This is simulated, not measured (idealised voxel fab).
process module | voxel ribs on slabs
cross-section cut | 205 nm wide | cells 5 nm
A cross-section is a grid of square cells, given in bands from the top down. A band is one or more rows of cells.
Each band's line starts with the height of the band's top and of its bottom, in nm. Then come its materials from left to right, each with its width in nm. One material with "throughout" fills the band from edge to edge. "air" is empty space.
Height 0 is the level under which the wafer as received is all one material. The lowest band goes on downwards, as in "0 down".
A width such as "30 to 40" changes by the same amount from each row of cells to the next, from the band's top row to its bottom row.
"no change" after a step means that no cell of the cross-section changed.
closed voids: empty space of 8 cells or more with no open way to the top, each as width x height at its distance from the left edge, in nm
after a step's settings: what the simulator itself notes on the step
overlay nm, on a step with a mask: how far to the right of its planned place the mask lay; to the left if negative
plan
1 op RECEIVE | material Si
2 op DIRECTIONAL_DEP | material SiO2 | thk nm 25
3 op DIRECTIONAL_DEP | material polySi | thk nm 20
4 op PATTERN | tone cover | mask id RIB | material resist | width nm 30 | thk nm 20 | overlay nm 0
5 op DIRECTIONAL_ETCH | etch materials polySi | depth nm 10
6 op STRIP | etch materials resist
7 op MASKED_ETCH | tone cover | mask id SLAB | width nm 60 | etch materials polySi | depth nm 10 | overlay nm 0
8 op FILL_DEP | material SiO2 | thk nm 25
9 op CMP | height nm 60
10 op DIRECTIONAL_DEP | material TiN | thk nm 5
11 op PATTERN | tone cover | mask id HEATER | material resist | width nm 40 | thk nm 20 | overlay nm 0
12 op DIRECTIONAL_ETCH | etch materials TiN | depth nm 5
13 op STRIP | etch materials resist
14 op CONFORMAL_DEP | material SiO2 | thk nm 10
as received, after step 1
  0 down: Si throughout
  closed voids: none
a wafer at the end: this start, this plan, one mistake
  75 to 70: air 70 | SiO2 60 | air 75
  70 to 65: SiO2 throughout
  65 to 60: SiO2 80 | TiN 40 | SiO2 85
  60 to 55: SiO2 85 | polySi 30 | SiO2 90
  55 to 45: SiO2 70 | polySi 60 | SiO2 75
  45 to 25: polySi throughout
  25 to 0: SiO2 throughout
  0 down: Si throughout
  closed voids: none
what went wrong: step 3 was run twice
